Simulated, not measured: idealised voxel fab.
Process module heading - voxel capacitor over wiring
The figure presents cross-section cut, which has a width of 220 nm and is divided into square cells with an edge length of 5 nm.
A cross-section in this document is a grid of square cells, and it is written down as bands, the top band listed before the ones below it; a band is made up of one or more rows of cells. Heads up on the band format: heights come first, top then bottom, in nm. After that it's the materials left to right, each with its width in nm. A single material flagged "full width" fills the whole band edge to edge, and "air" means there's empty space there. Beneath 0, the wafer as received is one material, and that level is where height counting begins. The lowest band goes on downward without a bottom; it is written like "z 0 and below". Per-row width for "30 to 40": begins at first number (top row of band), ends at second number (bottom row), increment between rows held constant. "no modification" means the step left every cell of the cross-section as it was. Any empty space of 8 cells or more lacking an open way to the top shows up in "Trapped voids" as width x height at distance, distance from the left edge, in nm. Post-settings text on a step line: simulator's own remark regarding the step. "overlay nm" answers the question of how far to the right of plan the mask lay on a step that has a mask, and when it is negative the answer is to the left. Pairs follow: section before one process step, section after it down to the lowest changed band, step with settings underneath. Pairs may come from different runs of this module on the same starting wafer; continuity with the pair above only as stated in the "Pre-step view" entry.
# Pre-step view
    z 100 to 85  SiO2 80 nm / air 15 nm / SiO2 125 nm
    z 85 to 75  SiO2 70 nm / TiN 35 nm / SiO2 10 nm / TiN 10 nm / SiO2 95 nm
    z 75 to 70  SiO2 70 nm / HfO2 35 nm / SiO2 10 nm / HfO2 10 nm / SiO2 95 nm
    z 70 to 60  SiO2 65 nm / TiN 65 nm / SiO2 90 nm
    z 60 to 55  SiO2 40 nm / Ru 65 nm / HfO2 10 nm / Ru 65 nm / SiO2 40 nm
    z 55 to 45  SiO2 40 nm / Ru 65 nm / TiN 10 nm / Ru 65 nm / SiO2 40 nm
    z 45 to 40  SiCN 55 nm / Ru 35 nm / SiCN 40 nm / Ru 35 nm / SiCN 55 nm
    z 40 to 20  SiO2 60 nm / TiN 5 nm / Ru 15 nm / TiN 5 nm / SiO2 50 nm / TiN 5 nm / Ru 15 nm / TiN 5 nm / SiO2 60 nm
    z 20 to 15  SiCN 60 nm / TiN 25 nm / SiCN 50 nm / TiN 25 nm / SiCN 60 nm
    z 15 to 0  SiO2 full width
    z 0 and below  Si full width
    Trapped voids: none
# After the Step
    z 105 to 100  TiN 85 nm / air 5 nm / TiN 130 nm
    z 100 to 90  SiO2 80 nm / TiN 5 nm / air 5 nm / TiN 5 nm / SiO2 125 nm
    z 90 to 85  SiO2 80 nm / TiN 15 nm / SiO2 125 nm
    Everything below 85 is unchanged.
    Trapped voids: none
Between the two cross-sections you see above, the step is CONFORMAL_DEP, material TiN, thk nm 5
Pre-step view: The pre-step condition corresponds to the post-step cross-section depicted in the pair directly above.
# After the Step
    z 110 to 105  Cu full width
    z 105 to 100  TiN 85 nm / Cu 5 nm / TiN 130 nm
    z 100 to 90  SiO2 80 nm / TiN 5 nm / Cu 5 nm / TiN 5 nm / SiO2 125 nm
    Everything below 90 is unchanged.
    Trapped voids: none
Between the two cross-sections you see above, the step is FILL_DEP, material Cu, thk nm 5
Pre-step view: The pre-step condition corresponds to the post-step cross-section depicted in the pair directly above.
# After the Step
    z 100 to 90  SiO2 80 nm / TiN 5 nm / Cu 5 nm / TiN 5 nm / SiO2 125 nm
    Everything below 90 is unchanged.
    Trapped voids: none
Between the two cross-sections you see above, the step is CMP, height nm 100
Pre-step view: The pre-step condition corresponds to the post-step cross-section depicted in the pair directly above.
# After the Step
    z 105 to 100  SiN full width
    Everything below 100 is unchanged.
    Trapped voids: none
Between the two cross-sections you see above, the step is CONFORMAL_DEP, material SiN, thk nm 5
# Pre-step view
    z 15 to 0  SiO2 full width
    z 0 and below  Si full width
    Trapped voids: none
# After the Step
    z 30 to 0  SiO2 full width
    Everything below 0 is unchanged.
    Trapped voids: none
Between the two cross-sections you see above, the step is CONFORMAL_DEP, material SiO2, thk nm 15
Pre-step view: The pre-step condition corresponds to the post-step cross-section depicted in the pair directly above.
# After the Step
    z 35 to 30  SiCN full width
    Everything below 30 is unchanged.
    Trapped voids: none
Between the two cross-sections you see above, the step is CONFORMAL_DEP, material SiCN, thk nm 5
Pre-step view: The pre-step condition corresponds to the post-step cross-section depicted in the pair directly above.
# After the Step
    z 55 to 35  SiO2 full width
    Everything below 35 is unchanged.
    Trapped voids: none
Between the two cross-sections you see above, the step is DIRECTIONAL_DEP, material SiO2, thk nm 20
Pre-step view: The pre-step condition corresponds to the post-step cross-section depicted in the pair directly above.
# After the Step
    z 65 to 55  aC full width
    Everything below 55 is unchanged.
    Trapped voids: none
Between the two cross-sections you see above, the step is DIRECTIONAL_DEP, material aC, thk nm 10
Pre-step view: The pre-step condition corresponds to the post-step cross-section depicted in the pair directly above.
# After the Step
    z 90 to 65  resist 60 nm / air 25 nm / resist 50 nm / air 25 nm / resist 60 nm
    Everything below 65 is unchanged.
    Trapped voids: none
Between the two cross-sections you see above, the step is PATTERN, tone open, mask id METAL_1, material resist, width nm 25, pitch nm 75, thk nm 25, overlay nm 0
Pre-step view: The pre-step condition corresponds to the post-step cross-section depicted in the pair directly above.
# After the Step
    z 80 to 65  resist 60 nm / air 25 nm / resist 50 nm / air 25 nm / resist 60 nm
    z 65 to 55  aC 60 nm / air 25 nm / aC 50 nm / air 25 nm / aC 60 nm
    Everything below 55 is unchanged.
    Trapped voids: none
Between the two cross-sections you see above, the step is DIRECTIONAL_ETCH, etch materials aC, depth nm 10
Pre-step view: The pre-step condition corresponds to the post-step cross-section depicted in the pair directly above.
# After the Step
    z 65 to 55  aC 60 nm / air 25 nm / aC 50 nm / air 25 nm / aC 60 nm
    Everything below 55 is unchanged.
    Trapped voids: none
Between the two cross-sections you see above, the step is STRIP, etch materials resist
Pre-step view: The pre-step condition corresponds to the post-step cross-section depicted in the pair directly above.
# After the Step
    z 65 to 55  aC 60 nm / air 25 nm / aC 50 nm / air 25 nm / aC 60 nm
    z 55 to 35  SiO2 60 nm / air 25 nm / SiO2 50 nm / air 25 nm / SiO2 60 nm
    Everything below 35 is unchanged.
    Trapped voids: none
Between the two cross-sections you see above, the step is DIRECTIONAL_ETCH, etch materials SiO2, depth nm 20
Pre-step view: The pre-step condition corresponds to the post-step cross-section depicted in the pair directly above.
# After the Step
    z 65 to 55  aC 60 nm / air 25 nm / aC 50 nm / air 25 nm / aC 60 nm
    z 55 to 35  SiO2 60 nm / air 25 nm / SiO2 50 nm / air 25 nm / SiO2 60 nm
    z 35 to 30  SiCN 60 nm / air 25 nm / SiCN 50 nm / air 25 nm / SiCN 60 nm
    Everything below 30 is unchanged.
    Trapped voids: none
Between the two cross-sections you see above, the step is DIRECTIONAL_ETCH, etch materials SiCN, depth nm 5
Pre-step view: The pre-step condition corresponds to the post-step cross-section depicted in the pair directly above.
# After the Step
    z 55 to 35  SiO2 60 nm / air 25 nm / SiO2 50 nm / air 25 nm / SiO2 60 nm
    Everything below 35 is unchanged.
    Trapped voids: none
Between the two cross-sections you see above, the step is STRIP, etch materials aC
Pre-step view: The pre-step condition corresponds to the post-step cross-section depicted in the pair directly above.
# After the Step
    z 60 to 55  TiN 65 nm / air 15 nm / TiN 60 nm / air 15 nm / TiN 65 nm
    z 55 to 35  SiO2 60 nm / TiN 5 nm / air 15 nm / TiN 5 nm / SiO2 50 nm / TiN 5 nm / air 15 nm / TiN 5 nm / SiO2 60 nm
    z 35 to 30  SiCN 60 nm / TiN 25 nm / SiCN 50 nm / TiN 25 nm / SiCN 60 nm
    Everything below 30 is unchanged.
    Trapped voids: none
Between the two cross-sections you see above, the step is CONFORMAL_DEP, material TiN, thk nm 5
Pre-step view: The pre-step condition corresponds to the post-step cross-section depicted in the pair directly above.
# After the Step
    z 70 to 60  Ru full width
    z 60 to 55  TiN 65 nm / Ru 15 nm / TiN 60 nm / Ru 15 nm / TiN 65 nm
    z 55 to 35  SiO2 60 nm / TiN 5 nm / Ru 15 nm / TiN 5 nm / SiO2 50 nm / TiN 5 nm / Ru 15 nm / TiN 5 nm / SiO2 60 nm
    Everything below 35 is unchanged.
    Trapped voids: none
Between the two cross-sections you see above, the step is FILL_DEP, material Ru, thk nm 10
Pre-step view: The pre-step condition corresponds to the post-step cross-section depicted in the pair directly above.
# After the Step
    z 40 to 35  SiO2 60 nm / TiN 5 nm / Ru 15 nm / TiN 5 nm / SiO2 50 nm / TiN 5 nm / Ru 15 nm / TiN 5 nm / SiO2 60 nm
    Everything below 35 is unchanged.
    Trapped voids: none
Between the two cross-sections you see above, the step is CMP, height nm 40
Pre-step view: The pre-step condition corresponds to the post-step cross-section depicted in the pair directly above.
# After the Step
    z 45 to 40  air 55 nm / Ru 35 nm / air 40 nm / Ru 35 nm / air 55 nm
    Everything below 40 is unchanged.
    Trapped voids: none
Between the two cross-sections you see above, the step is EPI, material Ru, thk nm 5
Pre-step view: The pre-step condition corresponds to the post-step cross-section depicted in the pair directly above.
# After the Step
    z 50 to 45  SiCN full width
    z 45 to 40  SiCN 55 nm / Ru 35 nm / SiCN 40 nm / Ru 35 nm / SiCN 55 nm
    Everything below 40 is unchanged.
    Trapped voids: none
Between the two cross-sections you see above, the step is FILL_DEP, material SiCN, thk nm 5
Pre-step view: The pre-step condition corresponds to the post-step cross-section depicted in the pair directly above.
# After the Step
    z 60 to 50  lowk full width
    Everything below 50 is unchanged.
    Trapped voids: none
Between the two cross-sections you see above, the step is DIRECTIONAL_DEP, material lowk, thk nm 10
Pre-step view: The pre-step condition corresponds to the post-step cross-section depicted in the pair directly above.
# After the Step
    z 80 to 60  resist 70 nm / air 15 nm / resist 135 nm
    Everything below 60 is unchanged.
    Trapped voids: none
Between the two cross-sections you see above, the step is PATTERN, tone open, mask id PLUG_1, material resist, width nm 15, thk nm 20, overlay nm 0
Pre-step view: The pre-step condition corresponds to the post-step cross-section depicted in the pair directly above.
# After the Step
    z 80 to 60  resist 70 nm / air 15 nm / resist 135 nm
    z 60 to 50  lowk 70 nm / air 15 nm / lowk 135 nm
    Everything below 50 is unchanged.
    Trapped voids: none
Between the two cross-sections you see above, the step is DIRECTIONAL_ETCH, etch materials lowk, depth nm 10
Pre-step view: The pre-step condition corresponds to the post-step cross-section depicted in the pair directly above.
# After the Step
    z 80 to 60  resist 70 nm / air 15 nm / resist 135 nm
    z 60 to 50  lowk 70 nm / air 15 nm / lowk 135 nm
    z 50 to 45  SiCN 70 nm / air 15 nm / SiCN 135 nm
    Everything below 45 is unchanged.
    Trapped voids: none
Between the two cross-sections you see above, the step is DIRECTIONAL_ETCH, etch materials SiCN, depth nm 5
Pre-step view: The pre-step condition corresponds to the post-step cross-section depicted in the pair directly above.
# After the Step
    z 60 to 50  lowk 70 nm / air 15 nm / lowk 135 nm
    Everything below 50 is unchanged.
    Trapped voids: none
Between the two cross-sections you see above, the step is STRIP, etch materials resist
Pre-step view: The pre-step condition corresponds to the post-step cross-section depicted in the pair directly above.
# After the Step
    z 60 to 55  lowk 70 nm / air 15 nm / lowk 135 nm
    z 55 to 50  lowk 70 nm / Ru 15 nm / lowk 135 nm
    z 50 to 45  SiCN 70 nm / Ru 15 nm / SiCN 135 nm
    Everything below 45 is unchanged.
    Trapped voids: none
Between the two cross-sections you see above, the step is EPI, material Ru, thk nm 10
Pre-step view: The pre-step condition corresponds to the post-step cross-section depicted in the pair directly above.
# After the Step
    z 60 to 50  lowk 70 nm / Ru 15 nm / lowk 135 nm
    Everything below 50 is unchanged.
    Trapped voids: none
Between the two cross-sections you see above, the step is EPI, material Ru, thk nm 5
Pre-step view: The pre-step condition corresponds to the post-step cross-section depicted in the pair directly above.
# After the Step
    z 70 to 60  TiN full width
    Everything below 60 is unchanged.
    Trapped voids: none
Between the two cross-sections you see above, the step is DIRECTIONAL_DEP, material TiN, thk nm 10
Pre-step view: The pre-step condition corresponds to the post-step cross-section depicted in the pair directly above.
# After the Step
    z 75 to 70  HfO2 full width
    Everything below 70 is unchanged.
    Trapped voids: none
Between the two cross-sections you see above, the step is DIRECTIONAL_DEP, material HfO2, thk nm 5
Pre-step view: The pre-step condition corresponds to the post-step cross-section depicted in the pair directly above.
# After the Step
    z 85 to 75  TiN full width
    Everything below 75 is unchanged.
    Trapped voids: none
Between the two cross-sections you see above, the step is DIRECTIONAL_DEP, material TiN, thk nm 10
Pre-step view: The pre-step condition corresponds to the post-step cross-section depicted in the pair directly above.
# After the Step
    z 95 to 85  aC full width
    Everything below 85 is unchanged.
    Trapped voids: none
Between the two cross-sections you see above, the step is DIRECTIONAL_DEP, material aC, thk nm 10
Pre-step view: The pre-step condition corresponds to the post-step cross-section depicted in the pair directly above.
# After the Step
    z 125 to 95  air 70 nm / resist 55 nm / air 95 nm
    Everything below 95 is unchanged.
    Trapped voids: none
Between the two cross-sections you see above, the step is PATTERN, tone cover, mask id UPPER_PLATE, material resist, width nm 55, thk nm 30, overlay nm 0
Pre-step view: The pre-step condition corresponds to the post-step cross-section depicted in the pair directly above.
# After the Step
    z 115 to 95  air 70 nm / resist 55 nm / air 95 nm
    z 95 to 85  air 70 nm / aC 55 nm / air 95 nm
    Everything below 85 is unchanged.
    Trapped voids: none
Between the two cross-sections you see above, the step is DIRECTIONAL_ETCH, etch materials aC, depth nm 10
Pre-step view: The pre-step condition corresponds to the post-step cross-section depicted in the pair directly above.
# After the Step
    z 95 to 85  air 70 nm / aC 55 nm / air 95 nm
    Everything below 85 is unchanged.
    Trapped voids: none
Between the two cross-sections you see above, the step is STRIP, etch materials resist
Pre-step view: The pre-step condition corresponds to the post-step cross-section depicted in the pair directly above.
# After the Step
    z 95 to 85  air 70 nm / aC 55 nm / air 95 nm
    z 85 to 75  air 70 nm / TiN 55 nm / air 95 nm
    Everything below 75 is unchanged.
    Trapped voids: none
Between the two cross-sections you see above, the step is DIRECTIONAL_ETCH, etch materials TiN, depth nm 10
Pre-step view: The pre-step condition corresponds to the post-step cross-section depicted in the pair directly above.
# After the Step
    z 95 to 85  air 70 nm / aC 55 nm / air 95 nm
    z 85 to 75  air 70 nm / TiN 55 nm / air 95 nm
    z 75 to 70  air 70 nm / HfO2 55 nm / air 95 nm
    Everything below 70 is unchanged.
    Trapped voids: none
Between the two cross-sections you see above, the step is DIRECTIONAL_ETCH, etch materials HfO2, depth nm 5
Pre-step view: The pre-step condition corresponds to the post-step cross-section depicted in the pair directly above.
# After the Step
    z 85 to 75  air 70 nm / TiN 55 nm / air 95 nm
    Everything below 75 is unchanged.
    Trapped voids: none
Between the two cross-sections you see above, the step is STRIP, etch materials aC
Pre-step view: The pre-step condition corresponds to the post-step cross-section depicted in the pair directly above.
# After the Step
    z 95 to 85  air 70 nm / aC 55 nm / air 95 nm
    z 85 to 80  air 70 nm / TiN 55 nm / air 95 nm
    z 80 to 75  aC 70 nm / TiN 55 nm / aC 95 nm
    z 75 to 70  aC 70 nm / HfO2 55 nm / aC 95 nm
    Everything below 70 is unchanged.
    Trapped voids: none
Between the two cross-sections you see above, the step is DIRECTIONAL_DEP, material aC, thk nm 10
Pre-step view: The pre-step condition corresponds to the post-step cross-section depicted in the pair directly above.
# After the Step
    z 120 to 95  air 65 nm / resist 65 nm / air 90 nm
    z 95 to 85  air 65 nm / resist 5 nm / aC 55 nm / resist 5 nm / air 90 nm
    z 85 to 80  air 65 nm / resist 5 nm / TiN 55 nm / resist 5 nm / air 90 nm
    Everything below 80 is unchanged.
    Trapped voids: none
Between the two cross-sections you see above, the step is PATTERN, tone cover, mask id LOWER_PLATE, material resist, width nm 65, thk nm 25, overlay nm 0
Pre-step view: The pre-step condition corresponds to the post-step cross-section depicted in the pair directly above.
# After the Step
    z 110 to 95  air 65 nm / resist 65 nm / air 90 nm
    z 95 to 85  air 65 nm / resist 5 nm / aC 55 nm / resist 5 nm / air 90 nm
    z 85 to 80  air 65 nm / resist 5 nm / TiN 55 nm / resist 5 nm / air 90 nm
    z 80 to 75  air 65 nm / aC 5 nm / TiN 55 nm / aC 5 nm / air 90 nm
    z 75 to 70  air 65 nm / aC 5 nm / HfO2 55 nm / aC 5 nm / air 90 nm
    Everything below 70 is unchanged.
    Trapped voids: none
Between the two cross-sections you see above, the step is DIRECTIONAL_ETCH, etch materials aC, depth nm 10
Pre-step view: The pre-step condition corresponds to the post-step cross-section depicted in the pair directly above.
# After the Step
    z 95 to 85  air 70 nm / aC 55 nm / air 95 nm
    z 85 to 80  air 70 nm / TiN 55 nm / air 95 nm
    Everything below 80 is unchanged.
    Trapped voids: none
Between the two cross-sections you see above, the step is STRIP, etch materials resist
Pre-step view: The pre-step condition corresponds to the post-step cross-section depicted in the pair directly above.
# After the Step
    z 95 to 85  air 70 nm / aC 55 nm / air 95 nm
    z 85 to 80  air 70 nm / TiN 55 nm / air 95 nm
    z 80 to 75  air 65 nm / aC 5 nm / TiN 55 nm / aC 5 nm / air 90 nm
    z 75 to 70  air 65 nm / aC 5 nm / HfO2 55 nm / aC 5 nm / air 90 nm
    z 70 to 60  air 65 nm / TiN 65 nm / air 90 nm
    Everything below 60 is unchanged.
    Trapped voids: none
Between the two cross-sections you see above, the step is DIRECTIONAL_ETCH, etch materials TiN, depth nm 10
Pre-step view: The pre-step condition corresponds to the post-step cross-section depicted in the pair directly above.
# After the Step
    z 85 to 75  air 70 nm / TiN 55 nm / air 95 nm
    z 75 to 70  air 70 nm / HfO2 55 nm / air 95 nm
    Everything below 70 is unchanged.
    Trapped voids: none
Between the two cross-sections you see above, the step is STRIP, etch materials aC
Pre-step view: The pre-step condition corresponds to the post-step cross-section depicted in the pair directly above.
# After the Step
    z 105 to 85  SiO2 full width
    z 85 to 75  SiO2 70 nm / TiN 55 nm / SiO2 95 nm
    z 75 to 70  SiO2 70 nm / HfO2 55 nm / SiO2 95 nm
    z 70 to 60  SiO2 65 nm / TiN 65 nm / SiO2 90 nm
    Everything below 60 is unchanged.
    Trapped voids: none
Between the two cross-sections you see above, the step is FILL_DEP, material SiO2, thk nm 20
Pre-step view: The pre-step condition corresponds to the post-step cross-section depicted in the pair directly above.
# After the Step
    z 100 to 85  SiO2 full width
    Everything below 85 is unchanged.
    Trapped voids: none
Between the two cross-sections you see above, the step is CMP, height nm 100
Pre-step view: The pre-step condition corresponds to the post-step cross-section depicted in the pair directly above.
# After the Step
    z 100 to 85  SiO2 80 nm / air 15 nm / SiO2 125 nm
    Everything below 85 is unchanged.
    Trapped voids: none
Between the two cross-sections you see above, the step is MASKED_ETCH, tone open, mask id PLUG_2, width nm 15, etch materials SiO2, depth nm 15, overlay nm 0
Pre-step view: The pre-step condition corresponds to the post-step cross-section depicted in the pair directly above.
# After the Step
    z 105 to 100  TiN 85 nm / air 5 nm / TiN 130 nm
    z 100 to 90  SiO2 80 nm / TiN 5 nm / air 5 nm / TiN 5 nm / SiO2 125 nm
    z 90 to 85  SiO2 80 nm / TiN 15 nm / SiO2 125 nm
    Everything below 85 is unchanged.
    Trapped voids: none
Between the two cross-sections you see above, the step is CONFORMAL_DEP, material TiN, thk nm 5
Pre-step view: The pre-step condition corresponds to the post-step cross-section depicted in the pair directly above.
# After the Step
    z 110 to 105  Cu full width
    z 105 to 100  TiN 85 nm / Cu 5 nm / TiN 130 nm
    z 100 to 90  SiO2 80 nm / TiN 5 nm / Cu 5 nm / TiN 5 nm / SiO2 125 nm
    Everything below 90 is unchanged.
    Trapped voids: none
Between the two cross-sections you see above, the step is FILL_DEP, material Cu, thk nm 5
Pre-step view: The pre-step condition corresponds to the post-step cross-section depicted in the pair directly above.
# After the Step
    z 100 to 90  SiO2 80 nm / TiN 5 nm / Cu 5 nm / TiN 5 nm / SiO2 125 nm
    Everything below 90 is unchanged.
    Trapped voids: none
Between the two cross-sections you see above, the step is CMP, height nm 100
Pre-step view: The pre-step condition corresponds to the post-step cross-section depicted in the pair directly above.
# After the Step
    z 105 to 100  SiN full width
    Everything below 100 is unchanged.
    Trapped voids: none
Between the two cross-sections you see above, the step is CONFORMAL_DEP, material SiN, thk nm 5
# Pre-step view
    z 60 to 55  lowk 70 nm / air 15 nm / lowk 135 nm
    z 55 to 50  lowk 70 nm / Ru 15 nm / lowk 135 nm
    z 50 to 45  SiCN 70 nm / Ru 15 nm / SiCN 135 nm
    z 45 to 40  SiCN 55 nm / Ru 35 nm / SiCN 40 nm / Ru 35 nm / SiCN 55 nm
    z 40 to 20  SiO2 60 nm / TiN 5 nm / Ru 15 nm / TiN 5 nm / SiO2 50 nm / TiN 5 nm / Ru 15 nm / TiN 5 nm / SiO2 60 nm
    z 20 to 15  SiCN 60 nm / TiN 25 nm / SiCN 50 nm / TiN 25 nm / SiCN 60 nm
    z 15 to 0  SiO2 full width
    z 0 and below  Si full width
    Trapped voids: none
# After the Step
    z 70 to 65  TiN 70 nm / air 15 nm / TiN 135 nm
    z 65 to 60  TiN full width
    z 60 to 55  lowk 70 nm / TiN 15 nm / lowk 135 nm
    Everything below 55 is unchanged.
    Trapped voids: none
Between the two cross-sections you see above, the step is DIRECTIONAL_DEP, material TiN, thk nm 10
Pre-step view: The pre-step condition corresponds to the post-step cross-section depicted in the pair directly above.
# After the Step
    z 75 to 70  Ru 75 nm / air 5 nm / Ru 140 nm
    z 70 to 65  TiN 70 nm / Ru 15 nm / TiN 135 nm
    Everything below 65 is unchanged.
    Trapped voids: none
Between the two cross-sections you see above, the step is EPI, material Ru, thk nm 5
Pre-step view: The pre-step condition corresponds to the post-step cross-section depicted in the pair directly above.
# After the Step
    z 80 to 75  HfO2 75 nm / air 5 nm / HfO2 140 nm
    z 75 to 70  Ru 75 nm / HfO2 5 nm / Ru 140 nm
    Everything below 70 is unchanged.
    Trapped voids: none
Between the two cross-sections you see above, the step is DIRECTIONAL_DEP, material HfO2, thk nm 5
Pre-step view: The pre-step condition corresponds to the post-step cross-section depicted in the pair directly above.
# After the Step
    z 90 to 85  TiN 75 nm / air 5 nm / TiN 140 nm
    z 85 to 80  TiN full width
    z 80 to 75  HfO2 75 nm / TiN 5 nm / HfO2 140 nm
    Everything below 75 is unchanged.
    Trapped voids: none
Between the two cross-sections you see above, the step is DIRECTIONAL_DEP, material TiN, thk nm 10
Pre-step view: The pre-step condition corresponds to the post-step cross-section depicted in the pair directly above.
# After the Step
    z 100 to 95  aC 75 nm / air 5 nm / aC 140 nm
    z 95 to 90  aC full width
    z 90 to 85  TiN 75 nm / aC 5 nm / TiN 140 nm
    Everything below 85 is unchanged.
    Trapped voids: none
Between the two cross-sections you see above, the step is DIRECTIONAL_DEP, material aC, thk nm 10
Pre-step view: The pre-step condition corresponds to the post-step cross-section depicted in the pair directly above.
# After the Step
    z 130 to 100  air 70 nm / resist 55 nm / air 95 nm
    z 100 to 95  aC 75 nm / resist 5 nm / aC 140 nm
    Everything below 95 is unchanged.
    Trapped voids: none
Between the two cross-sections you see above, the step is PATTERN, tone cover, mask id UPPER_PLATE, material resist, width nm 55, thk nm 30, overlay nm 0
Pre-step view: The pre-step condition corresponds to the post-step cross-section depicted in the pair directly above.
# After the Step
    z 120 to 100  air 70 nm / resist 55 nm / air 95 nm
    z 100 to 95  air 70 nm / aC 5 nm / resist 5 nm / aC 45 nm / air 95 nm
    z 95 to 90  air 70 nm / aC 55 nm / air 95 nm
    Everything below 90 is unchanged.
    Trapped voids: none
Between the two cross-sections you see above, the step is DIRECTIONAL_ETCH, etch materials aC, depth nm 10
Pre-step view: The pre-step condition corresponds to the post-step cross-section depicted in the pair directly above.
# After the Step
    z 100 to 95  air 70 nm / aC 5 nm / air 5 nm / aC 45 nm / air 95 nm
    Everything below 95 is unchanged.
    Trapped voids: none
Between the two cross-sections you see above, the step is STRIP, etch materials resist
Pre-step view: The pre-step condition corresponds to the post-step cross-section depicted in the pair directly above.
# After the Step
    z 100 to 95  air 70 nm / aC 5 nm / air 5 nm / aC 45 nm / air 95 nm
    z 95 to 90  air 70 nm / aC 55 nm / air 95 nm
    z 90 to 85  air 70 nm / TiN 5 nm / aC 5 nm / TiN 45 nm / air 95 nm
    z 85 to 80  air 70 nm / TiN 55 nm / air 95 nm
    Everything below 80 is unchanged.
    Trapped voids: none
Between the two cross-sections you see above, the step is DIRECTIONAL_ETCH, etch materials TiN, depth nm 10
Pre-step view: The pre-step condition corresponds to the post-step cross-section depicted in the pair directly above.
# After the Step
    z 100 to 95  air 70 nm / aC 5 nm / air 5 nm / aC 45 nm / air 95 nm
    z 95 to 90  air 70 nm / aC 55 nm / air 95 nm
    z 90 to 85  air 70 nm / TiN 5 nm / aC 5 nm / TiN 45 nm / air 95 nm
    z 85 to 80  air 70 nm / TiN 55 nm / air 95 nm
    z 80 to 75  air 70 nm / HfO2 5 nm / TiN 5 nm / HfO2 45 nm / air 95 nm
    Everything below 75 is unchanged.
    Trapped voids: none
Between the two cross-sections you see above, the step is DIRECTIONAL_ETCH, etch materials HfO2, depth nm 5
Pre-step view: The pre-step condition corresponds to the post-step cross-section depicted in the pair directly above.
# After the Step
    z 90 to 85  air 70 nm / TiN 5 nm / air 5 nm / TiN 45 nm / air 95 nm
    Everything below 85 is unchanged.
    Trapped voids: none
Between the two cross-sections you see above, the step is STRIP, etch materials aC
Pre-step view: The pre-step condition corresponds to the post-step cross-section depicted in the pair directly above.
# After the Step
    z 100 to 95  air 70 nm / aC 5 nm / air 5 nm / aC 45 nm / air 95 nm
    z 95 to 90  air 70 nm / aC 55 nm / air 95 nm
    z 90 to 85  air 70 nm / TiN 5 nm / aC 5 nm / TiN 45 nm / air 95 nm
    z 85 to 80  aC 70 nm / TiN 55 nm / aC 95 nm
    z 80 to 75  aC 70 nm / HfO2 5 nm / TiN 5 nm / HfO2 45 nm / aC 95 nm
    Everything below 75 is unchanged.
    Trapped voids: none
Between the two cross-sections you see above, the step is DIRECTIONAL_DEP, material aC, thk nm 10
Pre-step view: The pre-step condition corresponds to the post-step cross-section depicted in the pair directly above.
# After the Step
    z 125 to 100  air 65 nm / resist 65 nm / air 90 nm
    z 100 to 95  air 65 nm / resist 5 nm / aC 5 nm / resist 5 nm / aC 45 nm / resist 5 nm / air 90 nm
    z 95 to 90  air 65 nm / resist 5 nm / aC 55 nm / resist 5 nm / air 90 nm
    z 90 to 85  air 65 nm / resist 5 nm / TiN 5 nm / aC 5 nm / TiN 45 nm / resist 5 nm / air 90 nm
    Everything below 85 is unchanged.
    Trapped voids: none
Between the two cross-sections you see above, the step is PATTERN, tone cover, mask id LOWER_PLATE, material resist, width nm 65, thk nm 25, overlay nm 0
Pre-step view: The pre-step condition corresponds to the post-step cross-section depicted in the pair directly above.
# After the Step
    z 115 to 100  air 65 nm / resist 65 nm / air 90 nm
    z 100 to 95  air 65 nm / resist 5 nm / aC 5 nm / resist 5 nm / aC 45 nm / resist 5 nm / air 90 nm
    z 95 to 90  air 65 nm / resist 5 nm / aC 55 nm / resist 5 nm / air 90 nm
    z 90 to 85  air 65 nm / resist 5 nm / TiN 5 nm / aC 5 nm / TiN 45 nm / resist 5 nm / air 90 nm
    z 85 to 80  air 65 nm / aC 5 nm / TiN 55 nm / aC 5 nm / air 90 nm
    z 80 to 75  air 65 nm / aC 5 nm / HfO2 5 nm / TiN 5 nm / HfO2 45 nm / aC 5 nm / air 90 nm
    Everything below 75 is unchanged.
    Trapped voids: none
Between the two cross-sections you see above, the step is DIRECTIONAL_ETCH, etch materials aC, depth nm 10
Pre-step view: The pre-step condition corresponds to the post-step cross-section depicted in the pair directly above.
# After the Step
    z 100 to 95  air 70 nm / aC 5 nm / air 5 nm / aC 45 nm / air 95 nm
    z 95 to 90  air 70 nm / aC 55 nm / air 95 nm
    z 90 to 85  air 70 nm / TiN 5 nm / aC 5 nm / TiN 45 nm / air 95 nm
    Everything below 85 is unchanged.
    Trapped voids: none
Between the two cross-sections you see above, the step is STRIP, etch materials resist
Pre-step view: The pre-step condition corresponds to the post-step cross-section depicted in the pair directly above.
# After the Step
    z 90 to 85  air 70 nm / TiN 5 nm / air 5 nm / TiN 45 nm / air 95 nm
    z 85 to 80  air 70 nm / TiN 55 nm / air 95 nm
    z 80 to 75  air 70 nm / HfO2 5 nm / TiN 5 nm / HfO2 45 nm / air 95 nm
    Everything below 75 is unchanged.
    Trapped voids: none
Between the two cross-sections you see above, the step is STRIP, etch materials aC
Pre-step view: The pre-step condition corresponds to the post-step cross-section depicted in the pair directly above.
# After the Step
    z 110 to 90  SiO2 full width
    z 90 to 85  SiO2 70 nm / TiN 5 nm / SiO2 5 nm / TiN 45 nm / SiO2 95 nm
    z 85 to 80  SiO2 70 nm / TiN 55 nm / SiO2 95 nm
    z 80 to 75  SiO2 70 nm / HfO2 5 nm / TiN 5 nm / HfO2 45 nm / SiO2 95 nm
    Everything below 75 is unchanged.
    Trapped voids: none
Between the two cross-sections you see above, the step is FILL_DEP, material SiO2, thk nm 20
Pre-step view: The pre-step condition corresponds to the post-step cross-section depicted in the pair directly above.
# After the Step
    z 100 to 90  SiO2 full width
    Everything below 90 is unchanged.
    Trapped voids: none
Between the two cross-sections you see above, the step is CMP, height nm 100
Pre-step view: The pre-step condition corresponds to the post-step cross-section depicted in the pair directly above.
# After the Step
    z 100 to 90  SiO2 80 nm / air 15 nm / SiO2 125 nm
    Everything below 90 is unchanged.
    Trapped voids: none
Between the two cross-sections you see above, the step is MASKED_ETCH, tone open, mask id PLUG_2, width nm 15, etch materials SiO2, depth nm 15, overlay nm 0
Pre-step view: The pre-step condition corresponds to the post-step cross-section depicted in the pair directly above.
# After the Step
    z 105 to 100  TiN 85 nm / air 5 nm / TiN 130 nm
    z 100 to 95  SiO2 80 nm / TiN 5 nm / air 5 nm / TiN 5 nm / SiO2 125 nm
    z 95 to 90  SiO2 80 nm / TiN 15 nm / SiO2 125 nm
    Everything below 90 is unchanged.
    Trapped voids: none
Between the two cross-sections you see above, the step is CONFORMAL_DEP, material TiN, thk nm 5
Pre-step view: The pre-step condition corresponds to the post-step cross-section depicted in the pair directly above.
# After the Step
    z 110 to 105  Cu full width
    z 105 to 100  TiN 85 nm / Cu 5 nm / TiN 130 nm
    z 100 to 95  SiO2 80 nm / TiN 5 nm / Cu 5 nm / TiN 5 nm / SiO2 125 nm
    Everything below 95 is unchanged.
    Trapped voids: none
Between the two cross-sections you see above, the step is FILL_DEP, material Cu, thk nm 5
Pre-step view: The pre-step condition corresponds to the post-step cross-section depicted in the pair directly above.
# After the Step
    z 100 to 95  SiO2 80 nm / TiN 5 nm / Cu 5 nm / TiN 5 nm / SiO2 125 nm
    Everything below 95 is unchanged.
    Trapped voids: none
Between the two cross-sections you see above, the step is CMP, height nm 100
